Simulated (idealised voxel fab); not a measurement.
process module | voxel plated lines
cross-section cut | 265 nm wide | cells 5 nm
A cross-section is a grid of square cells, given in bands from the top down. A band is one or more rows of cells.
Each band's line starts with the height of the band's top and of its bottom, in nm. Then come its materials from left to right, each with its width in nm. One material with "throughout" fills the band from edge to edge. "air" is empty space.
Height 0 is the level under which the wafer as received is all one material. The lowest band goes on downwards, as in "0 down".
A width such as "30 to 40" changes by the same amount from each row of cells to the next, from the band's top row to its bottom row.
"no change" after a step means that no cell of the cross-section changed.
closed voids: empty space of 8 cells or more with no open way to the top, each as width x height at its distance from the left edge, in nm
after a step's settings: what the simulator itself notes on the step
overlay nm, on a step with a mask: how far to the right of its planned place the mask lay; to the left if negative
plan
1 op RECEIVE | material Si
2 op CONFORMAL_DEP | material SiO2 | thk nm 15
3 op DIRECTIONAL_DEP | material TiN | thk nm 5
4 op PATTERN | tone open | mask id LINES | material resist | width nm 20 | pitch nm 50 | thk nm 20 | overlay nm 0
5 op EPI | material Ru | thk nm 5
6 op STRIP | etch materials resist
7 op DIRECTIONAL_ETCH | etch materials TiN | depth nm 5
8 op CONFORMAL_DEP | material SiN | thk nm 10
varied across the wafers: thk nm of step 3. The plan shows the first wafer's value. All wafers start alike
first wafer as received, after step 1
  0 down: Si throughout
  closed voids: none
first wafer at the end, after step 8
  35 to 25: air 35 | SiN 40 | air 10 | SiN 40 | air 10 | SiN 40 | air 10 | SiN 40 | air 40
  25 to 20: SiN 45 | Ru 20 | SiN 30 | Ru 20 | SiN 30 | Ru 20 | SiN 30 | Ru 20 | SiN 50
  20 to 15: SiN 45 | TiN 20 | SiN 30 | TiN 20 | SiN 30 | TiN 20 | SiN 30 | TiN 20 | SiN 50
  15 to 0: SiO2 throughout
  0 down: Si throughout
  closed voids: none
last wafer at the end
  50 to 40: air 35 | SiN 40 | air 10 | SiN 40 | air 10 | SiN 40 | air 10 | SiN 40 | air 40
  40 to 35: SiN 45 | Ru 20 | SiN 30 | Ru 20 | SiN 30 | Ru 20 | SiN 30 | Ru 20 | SiN 50
  35 to 30: SiN 45 | TiN 20 | SiN 30 | TiN 20 | SiN 30 | TiN 20 | SiN 30 | TiN 20 | SiN 50
  30 to 15: TiN throughout
  15 to 0: SiO2 throughout
  0 down: Si throughout
  closed voids: none
each wafer at the end: cells of each material gained (+) or lost (-) since it was received, then its closed voids
thk nm 5 | +16 Ru | +138 SiN | +159 SiO2 | +16 TiN | closed voids: none
thk nm 10 | +16 Ru | +138 SiN | +159 SiO2 | +69 TiN | closed voids: none
thk nm 15 | +16 Ru | +138 SiN | +159 SiO2 | +122 TiN | closed voids: none
thk nm 20 | +16 Ru | +138 SiN | +159 SiO2 | +175 TiN | closed voids: none
